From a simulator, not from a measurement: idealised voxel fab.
process module | voxel trench capacitor
cross-section cut | 190 nm wide | cells 5 nm
A cross-section is a grid of square cells, given in bands from the top down. A band is one or more rows of cells.
Each band's line starts with the height of the band's top and of its bottom, in nm. Then come its materials from left to right, each with its width in nm. One material with "throughout" fills the band from edge to edge. "air" is empty space.
Height 0 is the level under which the wafer as received is all one material. The lowest band goes on downwards, as in "0 down".
A width such as "30 to 40" changes by the same amount from each row of cells to the next, from the band's top row to its bottom row.
"no change" after a step means that no cell of the cross-section changed.
closed voids: empty space of 8 cells or more with no open way to the top, each as width x height at its distance from the left edge, in nm
after a step's settings: what the simulator itself notes on the step
overlay nm, on a step with a mask: how far to the right of its planned place the mask lay; to the left if negative
plan
1 op RECEIVE | material Si
2 op CONFORMAL_DEP | material SiN | thk nm 5
3 op DIRECTIONAL_DEP | material aC | thk nm 10
4 op PATTERN | tone open | mask id TRENCH | material resist | width nm 30 | pitch nm 55 | thk nm 25 | overlay nm 0
5 op DIRECTIONAL_ETCH | etch materials aC | depth nm 10
6 op STRIP | etch materials resist
7 op DIRECTIONAL_ETCH | etch materials SiN | depth nm 5
8 op DIRECTIONAL_ETCH | etch materials Si | depth nm 30
9 op STRIP | etch materials aC
10 op CONFORMAL_DEP | material HfO2 | thk nm 5
11 op CONFORMAL_DEP | material TiN | thk nm 5
12 op FILL_DEP | material W | thk nm 10
13 op CMP | height nm 5
varied across the wafers: thk nm of step 2. The plan shows the first wafer's value. All wafers start alike
first wafer as received, after step 1
  0 down: Si throughout
  closed voids: none
first wafer at the end, after step 13
  5 to 0: SiN 25 | HfO2 5 | TiN 5 | W 10 | TiN 5 | HfO2 5 | SiN 25 | HfO2 5 | TiN 5 | W 10 | TiN 5 | HfO2 5 | SiN 25 | HfO2 5 | TiN 5 | W 10 | TiN 5 | HfO2 5 | SiN 25
  0 to -20: Si 25 | HfO2 5 | TiN 5 | W 10 | TiN 5 | HfO2 5 | Si 25 | HfO2 5 | TiN 5 | W 10 | TiN 5 | HfO2 5 | Si 25 | HfO2 5 | TiN 5 | W 10 | TiN 5 | HfO2 5 | Si 25
  -20 to -25: Si 25 | HfO2 5 | TiN 20 | HfO2 5 | Si 25 | HfO2 5 | TiN 20 | HfO2 5 | Si 25 | HfO2 5 | TiN 20 | HfO2 5 | Si 25
  -25 to -30: Si 25 | HfO2 30 | Si 25 | HfO2 30 | Si 25 | HfO2 30 | Si 25
  -30 down: Si throughout
  closed voids: none
last wafer at the end
  5 to 0: SiN throughout
  0 down: Si throughout
  closed voids: none
each wafer at the end: cells of each material gained (+) or lost (-) since it was received, then its closed voids
thk nm 5 | +54 HfO2 | -108 Si | +20 SiN | +42 TiN | +30 W | closed voids: none
thk nm 10 | +38 SiN | closed voids: none
thk nm 15 | +38 SiN | closed voids: none
thk nm 20 | +38 SiN | closed voids: none
